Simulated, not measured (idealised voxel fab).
process module | voxel quadruple lines
cross-section cut | 265 nm wide | cells 5 nm
A cross-section is a grid of square cells, given in bands from the top down. A band is one or more rows of cells.
Each band's line starts with the height of the band's top and of its bottom, in nm. Then come its materials from left to right, each with its width in nm. One material with "throughout" fills the band from edge to edge. "air" is empty space.
Height 0 is the level under which the wafer as received is all one material. The lowest band goes on downwards, as in "0 down".
A width such as "30 to 40" changes by the same amount from each row of cells to the next, from the band's top row to its bottom row.
"no change" after a step means that no cell of the cross-section changed.
closed voids: empty space of 8 cells or more with no open way to the top, each as width x height at its distance from the left edge, in nm
after a step's settings: what the simulator itself notes on the step
overlay nm, on a step with a mask: how far to the right of its planned place the mask lay; to the left if negative
plan
1 op RECEIVE | material Si
2 op CONFORMAL_DEP | material Al2O3 | thk nm 5
3 op DIRECTIONAL_DEP | material W | thk nm 10
4 op DIRECTIONAL_DEP | material polySi | thk nm 15
5 op DIRECTIONAL_DEP | material aC | thk nm 20
6 op PATTERN | tone cover | mask id MANDREL | material resist | width nm 20 | pitch nm 60 | thk nm 25 | overlay nm -15
7 op DIRECTIONAL_ETCH | etch materials aC | depth nm 20
8 op STRIP | etch materials resist
9 op CONFORMAL_DEP | material SiO2 | thk nm 10
10 op DIRECTIONAL_ETCH | etch materials SiO2 | depth nm 10
11 op STRIP | etch materials aC
12 op DIRECTIONAL_ETCH | etch materials polySi | depth nm 15
13 op STRIP | etch materials SiO2
14 op CONFORMAL_DEP | material SiN | thk nm 5
15 op DIRECTIONAL_ETCH | etch materials SiN | depth nm 5
16 op STRIP | etch materials polySi
17 op DIRECTIONAL_ETCH | etch materials W | depth nm 10
18 op STRIP | etch materials SiN
19 op FILL_DEP | material SiO2 | thk nm 10
20 op CMP | height nm 15
varied across the wafers: overlay nm of step 6. The plan shows the first wafer's value. All wafers start alike
first wafer as received, after step 1
  0 down: Si throughout
  closed voids: none
first wafer at the end, after step 20
  15 to 5: SiO2 60 | W 5 | SiO2 10 | W 5 | SiO2 10 | W 5 | SiO2 10 | W 5 | SiO2 10 | W 5 | SiO2 10 | W 5 | SiO2 10 | W 5 | SiO2 10 | W 5 | SiO2 95
  5 to 0: Al2O3 throughout
  0 down: Si throughout
  closed voids: none
last wafer at the end
  15 to 5: SiO2 90 | W 5 | SiO2 10 | W 5 | SiO2 10 | W 5 | SiO2 10 | W 5 | SiO2 10 | W 5 | SiO2 10 | W 5 | SiO2 10 | W 5 | SiO2 10 | W 5 | SiO2 65
  5 to 0: Al2O3 throughout
  0 down: Si throughout
  closed voids: none
each wafer at the end: cells of each material gained (+) or lost (-) since it was received, then its closed voids
overlay nm -15 | +53 Al2O3 | +90 SiO2 | +16 W | closed voids: none
overlay nm -10 | +53 Al2O3 | +90 SiO2 | +16 W | closed voids: none
overlay nm -5 | +53 Al2O3 | +90 SiO2 | +16 W | closed voids: none
overlay nm 0 | +53 Al2O3 | +90 SiO2 | +16 W | closed voids: none
overlay nm 5 | +53 Al2O3 | +90 SiO2 | +16 W | closed voids: none
overlay nm 10 | +53 Al2O3 | +90 SiO2 | +16 W | closed voids: none
overlay nm 15 | +53 Al2O3 | +90 SiO2 | +16 W | closed voids: none
